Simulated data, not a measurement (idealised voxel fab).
Process module, titled voxel plated lines
In the cross-section labelled cut, the width is 265 nm and each square cell is 5 nm.
Cross-section = grid of square cells, listed top down in bands; band = one or more rows.
For a band, the entry starts with two heights in nm, that of the top and then that of the bottom, and carries on with the band's materials in order from left to right, each alongside its width in nm; the word "full width" beside a single material means it fills the band edge to edge, and "blank" means empty space.
Height 0 is the level under which the wafer as received is all one material. The lowest band goes on downwards, as in "z 0 and below".
Per-row width for "30..40": begins at first number (top row of band), ends at second number (bottom row), increment between rows held constant.
"no change", as given for a step, is the statement that not any cell of the cross-section underwent a change during that step.
Basically, "Enclosed empty spaces" tells you about the enclosed voids: empty spaces with no open way to the top, 8 cells or bigger, each written width x height at distance, where distance is from the left edge, all in nm.
If you see something after the settings on a step's line, that's the simulator's own remark about that step.
overlay nm: step with mask; distance mask lay right of planned place; negative value = left of planned place.
Planned process steps
- 1: RECEIVE: material Si
- 2: CONFORMAL_DEP: material SiN, thk nm 10
- 3: DIRECTIONAL_DEP: material TiN, thk nm 5
- 4: PATTERN: tone open, mask id LINES, material resist, width nm 25, pitch nm 50, thk nm 15, overlay nm -15
- 5: EPI: material Ru, thk nm 10
- 6: STRIP: etch materials resist
- 7: DIRECTIONAL_ETCH: etch materials TiN, depth nm 5
- 8: CONFORMAL_DEP: material SiO2, thk nm 10
It is noted that the wafers described herein are identical at the outset and are distinguished by the overlay nm of step 4; the value stated in the plan corresponds to the first wafer.
So this is the first of several wafers, cross-sectioned as it came to us, meaning it's at the end of step 1
    z 0 and below | Si full width
    Enclosed empty spaces: none
Per-wafer rows below. For each material: cells gained (+) or lost (-) since the wafer was received, as of end of module. Then: closed voids
overlay nm -15, +30 Ru, +106 SiN, +142 SiO2, +15 TiN, Enclosed empty spaces: none
overlay nm -10, +30 Ru, +106 SiN, +142 SiO2, +15 TiN, Enclosed empty spaces: none
overlay nm -5, +30 Ru, +106 SiN, +142 SiO2, +15 TiN, Enclosed empty spaces: none
overlay nm 0, +30 Ru, +106 SiN, +142 SiO2, +15 TiN, Enclosed empty spaces: none
overlay nm 5, +30 Ru, +106 SiN, +142 SiO2, +15 TiN, Enclosed empty spaces: none
overlay nm 10, +30 Ru, +106 SiN, +142 SiO2, +15 TiN, Enclosed empty spaces: none
overlay nm 15, +30 Ru, +106 SiN, +142 SiO2, +15 TiN, Enclosed empty spaces: none
